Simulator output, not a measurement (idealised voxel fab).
process module | voxel self aligned vias
cross-section cut | 260 nm wide | cells 5 nm
A cross-section is a grid of square cells, given in bands from the top down. A band is one or more rows of cells.
Each band's line starts with the height of the band's top and of its bottom, in nm. Then come its materials from left to right, each with its width in nm. One material with "throughout" fills the band from edge to edge. "air" is empty space.
Height 0 is the level under which the wafer as received is all one material. The lowest band goes on downwards, as in "0 down".
A width such as "30 to 40" changes by the same amount from each row of cells to the next, from the band's top row to its bottom row.
"no change" after a step means that no cell of the cross-section changed.
closed voids: empty space of 8 cells or more with no open way to the top, each as width x height at its distance from the left edge, in nm
after a step's settings: what the simulator itself notes on the step
overlay nm, on a step with a mask: how far to the right of its planned place the mask lay; to the left if negative
plan
1 op RECEIVE | material Si
2 op CONFORMAL_DEP | material SiO2 | thk nm 10
3 op CONFORMAL_DEP | material SiCN | thk nm 5
4 op DIRECTIONAL_DEP | material lowk | thk nm 30
5 op PATTERN | tone open | mask id LINES | material resist | width nm 20 | pitch nm 50 | thk nm 20 | overlay nm 0
6 op DIRECTIONAL_ETCH | etch materials lowk | depth nm 30
7 op STRIP | etch materials resist
8 op CONFORMAL_DEP | material TiN | thk nm 5
9 op FILL_DEP | material W | thk nm 10
10 op CMP | height nm 45
11 op SELECTIVE_ETCH | etch materials W Ru TiN | depth nm 5
12 op FILL_DEP | material SiN | thk nm 10
13 op CMP | height nm 45
14 op DIRECTIONAL_DEP | material lowk | thk nm 20
15 op MASKED_ETCH | tone open | mask id VIAS | width nm 30 | etch materials lowk | depth nm 20 | overlay nm 0
16 op MASKED_ETCH | tone open | mask id VIAS | width nm 30 | etch materials SiN | depth nm 5 | overlay nm 0
17 op CONFORMAL_DEP | material TiN | thk nm 5
18 op FILL_DEP | material Cu | thk nm 5
19 op CMP | height nm 65
20 op CONFORMAL_DEP | material SiCN | thk nm 5
as received, after step 1
  0 down: Si throughout
  closed voids: none
a wafer at the end: this start, this plan, one mistake
  70 to 65: SiCN throughout
  65 to 50: lowk 95 | TiN 5 | Cu 20 | TiN 5 | lowk 135
  50 to 45: lowk 95 | TiN 5 | Cu 10 | TiN 15 | lowk 135
  45 to 40: lowk 95 | TiN 20 | lowk 30 | SiN 20 | lowk 95
  40 to 20: lowk 95 | TiN 5 | W 10 | TiN 5 | lowk 30 | TiN 5 | W 10 | TiN 5 | lowk 95
  20 to 15: lowk 95 | TiN 20 | lowk 30 | TiN 20 | lowk 95
  15 to 10: SiCN throughout
  10 to 0: SiO2 throughout
  0 down: Si throughout
  closed voids: none
what went wrong: step 15 ran as: op MASKED_ETCH | tone open | mask id VIAS | width nm 30 | etch materials lowk | depth nm 20 | overlay nm 5
